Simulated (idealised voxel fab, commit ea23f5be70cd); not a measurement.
Title: Process Module voxel ribs on slabs
The cross-section on display is named cut; it measures 150 nm wide, and its cells are 5 nm squares.
Cross-section spec: square-cell grid; bands listed top down; each band is one or more rows.
Heads up on the band format: heights come first, top then bottom, in nm. After that it's the materials left to right, each with its width in nm. A single material flagged "throughout" fills the whole band edge to edge, and "blank" means there's empty space there.
Heights are expressed relative to 0, this being the level below which the as-received wafer comprises one material exclusively. The lowest band is unbounded in the downward direction and is denoted as in "z 0 and below".
Read "30 to 40" as a graded width: first number on top, second number at the bottom, same change between each pair of neighbouring rows.
"left unchanged" -> step changed no cross-section cell.
"Sealed-off cavities": sealed empty spaces, 8 cells or more, no open way to top, listed width x height at distance, with distance from the left edge and width, height and distance in nm.
Whatever follows a step's settings on its line is a remark the simulator itself makes about that step.
overlay nm: how far to the right of its planned place the mask lay on this masked step (negative: to the left).
Here's what the planned process steps look like:
1. RECEIVE [material Si]
2. DIRECTIONAL_DEP [material SiO2] [thk nm 25]
3. DIRECTIONAL_DEP [material polySi] [thk nm 25]
4. DIRECTIONAL_DEP [material aC] [thk nm 10]
5. PATTERN [tone cover] [mask id RIB] [material resist] [width nm 25] [thk nm 25] [overlay nm 0]
6. DIRECTIONAL_ETCH [etch materials aC] [depth nm 10]
7. STRIP [etch materials resist]
8. DIRECTIONAL_ETCH [etch materials polySi] [depth nm 10]
9. STRIP [etch materials aC]
10. MASKED_ETCH [tone cover] [mask id SLAB] [width nm 55] [etch materials polySi] [depth nm 15] [overlay nm 0]
11. FILL_DEP [material SiO2] [thk nm 15]
12. CMP [height nm 60]
13. DIRECTIONAL_DEP [material W] [thk nm 5]
14. DIRECTIONAL_DEP [material aC] [thk nm 10]
15. PATTERN [tone cover] [mask id HEATER] [material resist] [width nm 35] [thk nm 30] [overlay nm 0]
16. DIRECTIONAL_ETCH [etch materials aC] [depth nm 10]
17. STRIP [etch materials resist]
18. DIRECTIONAL_ETCH [etch materials W] [depth nm 5]
19. STRIP [etch materials aC]
20. CONFORMAL_DEP [material SiN] [thk nm 5]
Received-state cross-section, reflecting completion of step 1:
- z 0 and below | Si throughout
- Sealed-off cavities: none
Cross-sectional view of the first of the two wafers upon completion of the module, processed in accordance with the plan:
- z 70 to 65 | blank=50, SiN=45, blank=55
- z 65 to 60 | SiN=55, W=35, SiN=60
- z 60 to 50 | SiO2 throughout
- z 50 to 40 | SiO2=60, polySi=25, SiO2=65
- z 40 to 25 | SiO2=45, polySi=55, SiO2=50
- z 25 to 0 | SiO2 throughout
- z 0 and below | Si throughout
- Sealed-off cavities: none
This is the second of the two wafers, cross-sectioned at the end of the module; it started exactly like the first and was given the same plan, but it was run with one mistake:
- z 65 to 60 | blank=55, W=35, blank=60
- z 60 to 50 | SiO2 throughout
- z 50 to 40 | SiO2=60, polySi=25, SiO2=65
- z 40 to 25 | SiO2=45, polySi=55, SiO2=50
- z 25 to 0 | SiO2 throughout
- z 0 and below | Si throughout
- Sealed-off cavities: none
Deviation from plan: step 20 from the plan never happened, it was just skipped
Final difference in cells, second wafer against first, listed per material as more or fewer: -32 SiN
